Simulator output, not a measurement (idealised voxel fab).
The following process module bears the name voxel plated lines.
260 nm wide, 5 nm square cells: that's cross-section cut.
Reading order for cross-sections: top band down to bottom band. Underlying form: a grid of square cells. Band size: one or more rows of cells.
Basically the band line says how high the top is and how high the bottom is, in nm, and then what's in it from left to right, every material with its width in nm. Empty space shows up as "blank", and if a single material carries "full width" it runs the full band edge to edge.
Measure heights from 0. That's the level where, below it, the as-received wafer is all one material. The lowest band is bottomless and extends downward; write it as in "0..down".
Width: "30->40" (first number = top row, second number = bottom row, same change from row to row of cells).
You'll sometimes find "everything unchanged" written for a step, and that's the way of saying that nowhere in the cross-section did a cell change during that step.
Each empty space that has no open way to the top and spans at least 8 cells appears under "Closed internal voids" as width x height at distance, the distance counted from the left edge, all in nm.
Note: text after step settings on the step line = simulator remark on that step.
For masked steps, "overlay nm" on the step line gives how far right of plan the mask actually lay; a minus sign means it lay to the left.
**The planned process steps are enumerated hereunder**
1,RECEIVE [material Si]
2,CONFORMAL_DEP [material SiO2] [thk nm 15]
3,DIRECTIONAL_DEP [material TiN] [thk nm 5]
4,PATTERN [tone open] [mask id LINES] [material resist] [width nm 20] [pitch nm 45] [thk nm 25] [overlay nm 0]
5,EPI [material Ru] [thk nm 10]
6,EPI [material Ru] [thk nm 5]
7,STRIP [etch materials resist]
8,DIRECTIONAL_ETCH [etch materials TiN] [depth nm 5]
9,CONFORMAL_DEP [material SiCN] [thk nm 10]
**Incoming wafer, cross-sectional view, post step 1**
	0..down = Si full width
	Closed internal voids: none
**Starting wafer: above. Plan: above. Run: one mistake. Cross-section after the module: below**
	55..45 = blank 85; SiCN 40; blank 5; SiCN 40; blank 90
	45..35 = blank 85; SiCN 10; Ru 20; SiCN 10; blank 5; SiCN 10; Ru 20; SiCN 10; blank 90
	35..30 = SiCN 95; Ru 20; SiCN 25; Ru 20; SiCN 100
	30..25 = SiCN 95; TiN 20; SiCN 25; TiN 20; SiCN 100
	25..15 = TiN full width
	15..0 = SiO2 full width
	0..down = Si full width
	Closed internal voids: none
In executing the process, a mistake was made relative to the plan: it should be noted that step 3 was executed with settings other than those planned, the operation and settings actually applied being DIRECTIONAL_DEP [material TiN] [thk nm 15]
